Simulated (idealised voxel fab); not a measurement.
process module | voxel trench capacitor
cross-section cut | 205 nm wide | cells 5 nm
A cross-section is a grid of square cells, given in bands from the top down. A band is one or more rows of cells.
Each band's line starts with the height of the band's top and of its bottom, in nm. Then come its materials from left to right, each with its width in nm. One material with "throughout" fills the band from edge to edge. "air" is empty space.
Height 0 is the level under which the wafer as received is all one material. The lowest band goes on downwards, as in "0 down".
A width such as "30 to 40" changes by the same amount from each row of cells to the next, from the band's top row to its bottom row.
"no change" after a step means that no cell of the cross-section changed.
closed voids: empty space of 8 cells or more with no open way to the top, each as width x height at its distance from the left edge, in nm
after a step's settings: what the simulator itself notes on the step
overlay nm, on a step with a mask: how far to the right of its planned place the mask lay; to the left if negative
plan
1 op RECEIVE | material Si
2 op CONFORMAL_DEP | material SiN | thk nm 10
3 op MASKED_ETCH | tone open | mask id TRENCH | width nm 25 | pitch nm 45 | etch materials SiN | depth nm 10 | overlay nm 0
4 op MASKED_ETCH | tone open | mask id TRENCH | width nm 25 | pitch nm 45 | etch materials Si | depth nm 25 | overlay nm -15
5 op CONFORMAL_DEP | material Al2O3 | thk nm 5
6 op FILL_DEP | material polySi | thk nm 5
7 op CMP | height nm 10
varied across the wafers: overlay nm of step 4. The plan shows the first wafer's value. All wafers start alike
first wafer as received, after step 1
  0 down: Si throughout
  closed voids: none
first wafer at the end, after step 7
  10 to 5: SiN 65 | Al2O3 5 | polySi 15 | Al2O3 5 | SiN 20 | Al2O3 5 | polySi 15 | Al2O3 5 | SiN 70
  5 to 0: SiN 65 | Al2O3 25 | SiN 20 | Al2O3 25 | SiN 70
  0 to -25: Si 65 | Al2O3 10 | Si 35 | Al2O3 10 | Si 85
  -25 down: Si throughout
  closed voids: none
last wafer at the end
  10 to 5: SiN 65 | Al2O3 5 | polySi 15 | Al2O3 5 | SiN 20 | Al2O3 5 | polySi 15 | Al2O3 5 | SiN 70
  5 to 0: SiN 65 | Al2O3 25 | SiN 20 | Al2O3 25 | SiN 70
  0 to -25: Si 80 | Al2O3 10 | Si 35 | Al2O3 10 | Si 70
  -25 down: Si throughout
  closed voids: none
each wafer at the end: cells of each material gained (+) or lost (-) since it was received, then its closed voids
overlay nm -15 | +34 Al2O3 | -20 Si | +62 SiN | +6 polySi | closed voids: none
overlay nm -10 | +34 Al2O3 | -30 Si | +62 SiN | +16 polySi | closed voids: none
overlay nm -5 | +34 Al2O3 | -40 Si | +62 SiN | +26 polySi | closed voids: none
overlay nm 0 | +34 Al2O3 | -50 Si | +62 SiN | +36 polySi | closed voids: none
overlay nm 5 | +34 Al2O3 | -40 Si | +62 SiN | +26 polySi | closed voids: none
overlay nm 10 | +34 Al2O3 | -30 Si | +62 SiN | +16 polySi | closed voids: none
overlay nm 15 | +34 Al2O3 | -20 Si | +62 SiN | +6 polySi | closed voids: none
